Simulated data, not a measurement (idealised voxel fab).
process module | voxel released beams
cross-section cut | 140 nm wide | cells 5 nm
A cross-section is a grid of square cells, given in bands from the top down. A band is one or more rows of cells.
Each band's line starts with the height of the band's top and of its bottom, in nm. Then come its materials from left to right, each with its width in nm. One material with "throughout" fills the band from edge to edge. "air" is empty space.
Height 0 is the level under which the wafer as received is all one material. The lowest band goes on downwards, as in "0 down".
A width such as "30 to 40" changes by the same amount from each row of cells to the next, from the band's top row to its bottom row.
"no change" after a step means that no cell of the cross-section changed.
closed voids: empty space of 8 cells or more with no open way to the top, each as width x height at its distance from the left edge, in nm
after a step's settings: what the simulator itself notes on the step
overlay nm, on a step with a mask: how far to the right of its planned place the mask lay; to the left if negative
plan
1 op RECEIVE | material Si
2 op CONFORMAL_DEP | material Al2O3 | thk nm 5
3 op DIRECTIONAL_DEP | material SiO2 | thk nm 10
4 op MASKED_ETCH | tone open | mask id ANCHOR | width nm 30 | etch materials SiO2 | depth nm 10 | overlay nm -15
5 op CONFORMAL_DEP | material W | thk nm 10
6 op MASKED_ETCH | tone cover | mask id BEAM | width nm 80 | etch materials W | depth nm 10 | overlay nm 0
7 op STRIP | etch materials SiO2
varied across the wafers: overlay nm of step 4. The plan shows the first wafer's value. All wafers start alike
first wafer as received, after step 1
  0 down: Si throughout
  closed voids: none
first wafer at the end, after step 7
  25 to 15: air 35 | W 70 | air 35
  15 to 5: air 15 | W 30 | air 95
  5 to 0: Al2O3 throughout
  0 down: Si throughout
  closed voids: none
last wafer at the end
  25 to 15: air 25 | W 30 | air 10 | W 40 | air 35
  15 to 5: air 45 | W 30 | air 65
  5 to 0: Al2O3 throughout
  0 down: Si throughout
  closed voids: none
each wafer at the end: cells of each material gained (+) or lost (-) since it was received, then its closed voids
overlay nm -15 | +28 Al2O3 | +40 W | closed voids: none
overlay nm -10 | +28 Al2O3 | +40 W | closed voids: none
overlay nm -5 | +28 Al2O3 | +40 W | closed voids: none
overlay nm 0 | +28 Al2O3 | +40 W | closed voids: none
overlay nm 5 | +28 Al2O3 | +40 W | closed voids: none
overlay nm 10 | +28 Al2O3 | +40 W | closed voids: none
overlay nm 15 | +28 Al2O3 | +40 W | closed voids: none
